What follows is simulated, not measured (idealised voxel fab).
This section sets out a process module, namely voxel capacitor over wiring.
cross-section cut | 225 nm wide | cells 5 nm
Each cross-section below is a grid of square cells, stated as bands in top-down order, with one or more rows of cells making up each band. Band: top height; bottom height; in nm. Then, left to right: material with width in nm, for each material. "full width": a single material spanning edge to edge. "empty": empty space. Where do heights start? At 0: under that level the wafer as delivered is made of one material only. And the lowest band has no floor; it just carries on downward, as in "z 0 and below". Think of "30..40" as a width that walks from the first number to the second as you go down the band, top row to bottom row, taking equal-sized steps from row to row. It should be understood that the words "no change", when stated for a given step, signify that the cross-section underwent no change in any of its cells during that step. Each empty space that has no open way to the top and spans at least 8 cells appears under "Closed empty spaces" as width x height at distance, the distance counted from the left edge, all in nm. Formally, on a step line, whatever follows the settings is a remark that the simulator itself makes on the step. On any step carrying a mask, the "overlay nm" setting, if present on the step's line, tells how far right of its planned place the mask lay; negative values point to the left.

**The process steps that were planned are listed below**
1) RECEIVE (material Si)
2) CONFORMAL_DEP (material SiO2; thk nm 15)
3) DIRECTIONAL_DEP (material TiN; thk nm 5)
4) DIRECTIONAL_DEP (material W; thk nm 15)
5) MASKED_ETCH (tone cover; mask id METAL_1; width nm 25; pitch nm 95; etch materials W; depth nm 15; overlay nm 0)
6) MASKED_ETCH (tone cover; mask id METAL_1; width nm 25; pitch nm 95; etch materials TiN; depth nm 5; overlay nm 0)
7) CONFORMAL_DEP (material SiCN; thk nm 5)
8) FILL_DEP (material lowk; thk nm 5)
9) CMP (height nm 35)
10) CONFORMAL_DEP (material SiCN; thk nm 5)
11) DIRECTIONAL_DEP (material lowk; thk nm 15)
12) PATTERN (tone open; mask id PLUG_1; material resist; width nm 15; thk nm 20; overlay nm 0)
13) DIRECTIONAL_ETCH (etch materials lowk; depth nm 15)
14) DIRECTIONAL_ETCH (etch materials SiCN; depth nm 5)
15) STRIP (etch materials resist)
16) CONFORMAL_DEP (material TiN; thk nm 5)
17) FILL_DEP (material Ru; thk nm 10)
18) CMP (height nm 55)
19) DIRECTIONAL_DEP (material TiN; thk nm 5)
20) DIRECTIONAL_DEP (material SiN; thk nm 5)
21) DIRECTIONAL_DEP (material TiN; thk nm 5)
22) PATTERN (tone cover; mask id UPPER_PLATE; material resist; width nm 75; thk nm 15; overlay nm 0)
23) DIRECTIONAL_ETCH (etch materials TiN; depth nm 5)
24) DIRECTIONAL_ETCH (etch materials SiN; depth nm 5)
25) STRIP (etch materials resist)
26) MASKED_ETCH (tone cover; mask id LOWER_PLATE; width nm 85; etch materials TiN; depth nm 5; overlay nm 0)
27) FILL_DEP (material SiO2; thk nm 20)
28) CMP (height nm 85)
29) MASKED_ETCH (tone open; mask id PLUG_2; width nm 15; etch materials SiO2; depth nm 15; overlay nm 0)
30) CONFORMAL_DEP (material TiN; thk nm 5)
31) FILL_DEP (material Ru; thk nm 10)
32) CMP (height nm 85)
33) CONFORMAL_DEP (material SiN; thk nm 5)
Quick note for whoever runs this: the wafers start identical, but the width nm at step 12 isn't the same across them. The plan just shows what the first wafer had.

**Cross-section of the first of several wafers as received (after step 1)**
    z 0 and below: Si full width
    Closed empty spaces: none

**Wafer rows, end of module: cells per material gained (+) or lost (-) since receipt; closed voids last**
width nm 15, +5 Ru, +89 SiCN, +60 SiN, +349 SiO2, +58 TiN, +30 W, +219 lowk, Closed empty spaces: none
width nm 20, +8 Ru, +88 SiCN, +60 SiN, +349 SiO2, +59 TiN, +30 W, +216 lowk, Closed empty spaces: none
width nm 25, +11 Ru, +87 SiCN, +60 SiN, +349 SiO2, +60 TiN, +30 W, +213 lowk, Closed empty spaces: none
width nm 30, +14 Ru, +86 SiCN, +60 SiN, +349 SiO2, +61 TiN, +30 W, +210 lowk, Closed empty spaces: none
